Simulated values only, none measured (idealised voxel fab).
process module | voxel wiring stack
cross-section cut | 145 nm wide | cells 5 nm
A cross-section is a grid of square cells, given in bands from the top down. A band is one or more rows of cells.
Each band's line starts with the height of the band's top and of its bottom, in nm. Then come its materials from left to right, each with its width in nm. One material with "throughout" fills the band from edge to edge. "air" is empty space.
Height 0 is the level under which the wafer as received is all one material. The lowest band goes on downwards, as in "0 down".
A width such as "30 to 40" changes by the same amount from each row of cells to the next, from the band's top row to its bottom row.
"no change" after a step means that no cell of the cross-section changed.
closed voids: empty space of 8 cells or more with no open way to the top, each as width x height at its distance from the left edge, in nm
after a step's settings: what the simulator itself notes on the step
overlay nm, on a step with a mask: how far to the right of its planned place the mask lay; to the left if negative
plan
1 op RECEIVE | material Si
2 op CONFORMAL_DEP | material SiO2 | thk nm 15
3 op DIRECTIONAL_DEP | material TiN | thk nm 5
4 op DIRECTIONAL_DEP | material W | thk nm 15
5 op MASKED_ETCH | tone cover | mask id METAL_1 | width nm 20 | pitch nm 45 | etch materials W | depth nm 15 | overlay nm 0
6 op MASKED_ETCH | tone cover | mask id METAL_1 | width nm 20 | pitch nm 45 | etch materials TiN | depth nm 5 | overlay nm 0
7 op FILL_DEP | material lowk | thk nm 5
8 op CMP | height nm 35
9 op CONFORMAL_DEP | material SiCN | thk nm 5
10 op DIRECTIONAL_DEP | material lowk | thk nm 15
11 op DIRECTIONAL_DEP | material aC | thk nm 15
12 op PATTERN | tone open | mask id PLUG_1 | material resist | width nm 15 | thk nm 30 | overlay nm 0
13 op DIRECTIONAL_ETCH | etch materials aC | depth nm 15
14 op STRIP | etch materials resist
15 op DIRECTIONAL_ETCH | etch materials lowk | depth nm 15
16 op DIRECTIONAL_ETCH | etch materials SiCN | depth nm 5
17 op STRIP | etch materials aC
18 op CONFORMAL_DEP | material TiN | thk nm 5
19 op FILL_DEP | material Ru | thk nm 5
20 op CMP | height nm 55
21 op CONFORMAL_DEP | material SiN | thk nm 5
22 op DIRECTIONAL_DEP | material SiO2 | thk nm 15
23 op PATTERN | tone open | mask id METAL_2 | material resist | width nm 20 | pitch nm 45 | thk nm 20 | overlay nm 0
24 op DIRECTIONAL_ETCH | etch materials SiO2 | depth nm 15
25 op DIRECTIONAL_ETCH | etch materials SiN | depth nm 5
26 op STRIP | etch materials resist
27 op CONFORMAL_DEP | material TiN | thk nm 5
28 op FILL_DEP | material Ru | thk nm 10
29 op CMP | height nm 75
30 op CONFORMAL_DEP | material SiN | thk nm 5
as received, after step 1
  0 down: Si throughout
  closed voids: none
a wafer at the end: this start, this plan, one mistake
  80 to 75: SiN throughout
  75 to 60: SiO2 40 | TiN 5 | Ru 10 | TiN 5 | SiO2 25 | TiN 5 | Ru 10 | TiN 5 | SiO2 40
  60 to 55: SiN 40 | TiN 20 | SiN 25 | TiN 20 | SiN 40
  55 to 40: lowk 40 | TiN 5 | Ru 5 | TiN 5 | lowk 90
  40 to 35: SiCN 40 | TiN 15 | SiCN 90
  35 to 30: lowk throughout
  30 to 15: lowk 40 | W 20 | lowk 25 | W 20 | lowk 40
  15 to 0: SiO2 throughout
  0 down: Si throughout
  closed voids: none
what went wrong: step 3 was left out
